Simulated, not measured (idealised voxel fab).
This is a process module. Its name is voxel self aligned vias.
165 nm wide, 5 nm square cells: that's cross-section cut.
In what follows, cross-sections appear as grids of square cells, described through bands that run from the top down, where every band is one or more rows of cells.
Look at the band entry: it leads with the top's height and the bottom's height in nm. Then it lists the materials left to right, with a width in nm for each. The word "all across" on a single material says that material fills the band edge to edge. The word "air" is empty space.
Height is counted from the level 0, under which the received wafer is composed throughout of one material. The lowest of the bands is not closed at the bottom but continues downward, in the notation "from 0 down".
Quick explanation for "30->40": the width changes in equal steps down the rows of cells, from the first number in the band's top row to the second number in its bottom row.
The designation "stayed the same", where it is given for a processing step, indicates that no cell of the cross-section was altered in the course of that step.
The label "Entrapped voids" introduces a list of the empty spaces, 8 cells or larger, that have no open way up to the top; each entry in it reads width x height at distance, where the distance is taken from the left edge and all three are stated in nm.
That trailing text on a step's line, after the settings, is the simulator's own remark on the step.
overlay nm: step with mask; distance mask lay right of planned place; negative value = left of planned place.
Listed below are the process steps as planned
1. RECEIVE,material Si
2. CONFORMAL_DEP,material SiO2,thk nm 10
3. CONFORMAL_DEP,material SiCN,thk nm 5
4. DIRECTIONAL_DEP,material lowk,thk nm 25
5. PATTERN,tone open,mask id LINES,material resist,width nm 20,pitch nm 70,thk nm 15,overlay nm 0
6. DIRECTIONAL_ETCH,etch materials lowk,depth nm 25
7. STRIP,etch materials resist
8. CONFORMAL_DEP,material TiN,thk nm 5
9. FILL_DEP,material Ru,thk nm 10
10. CMP,height nm 40
11. SELECTIVE_ETCH,etch materials W Ru TiN,depth nm 10
12. FILL_DEP,material SiN,thk nm 10
13. CMP,height nm 40
14. DIRECTIONAL_DEP,material lowk,thk nm 20
15. MASKED_ETCH,tone open,mask id VIAS,width nm 40,etch materials lowk,depth nm 20,overlay nm 0
16. MASKED_ETCH,tone open,mask id VIAS,width nm 40,etch materials SiN,depth nm 10,overlay nm 0
17. CONFORMAL_DEP,material TiN,thk nm 5
18. FILL_DEP,material Ru,thk nm 5
19. CMP,height nm 60
20. CONFORMAL_DEP,material SiCN,thk nm 5
Delivered wafer in cross-section: state after step 1
* from 0 down  Si all across
* Entrapped voids: none
Result of the module, cross-sectioned: start per above, plan per above, one error in how it was run
* from 65 to 60  SiCN all across
* from 60 to 40  25 of lowk, then 5 of TiN, then 30 of Ru, then 5 of TiN, then 100 of lowk
* from 40 to 35  25 of lowk, then 5 of TiN, then 30 of Ru, then 5 of TiN, then 40 of lowk, then 20 of SiN, then 40 of lowk
* from 35 to 30  25 of lowk, then 40 of TiN, then 40 of lowk, then 20 of SiN, then 40 of lowk
* from 30 to 20  25 of lowk, then 15 of TiN, then 10 of Ru, then 15 of TiN, then 40 of lowk, then 5 of TiN, then 10 of Ru, then 5 of TiN, then 40 of lowk
* from 20 to 15  35 of lowk, then 20 of TiN, then 50 of lowk, then 20 of TiN, then 40 of lowk
* from 15 to 10  SiCN all across
* from 10 to 0  SiO2 all across
* from 0 down  Si all across
* Entrapped voids: none
Nonconformance to the process plan: heads up, step 15 of the plan got done twice
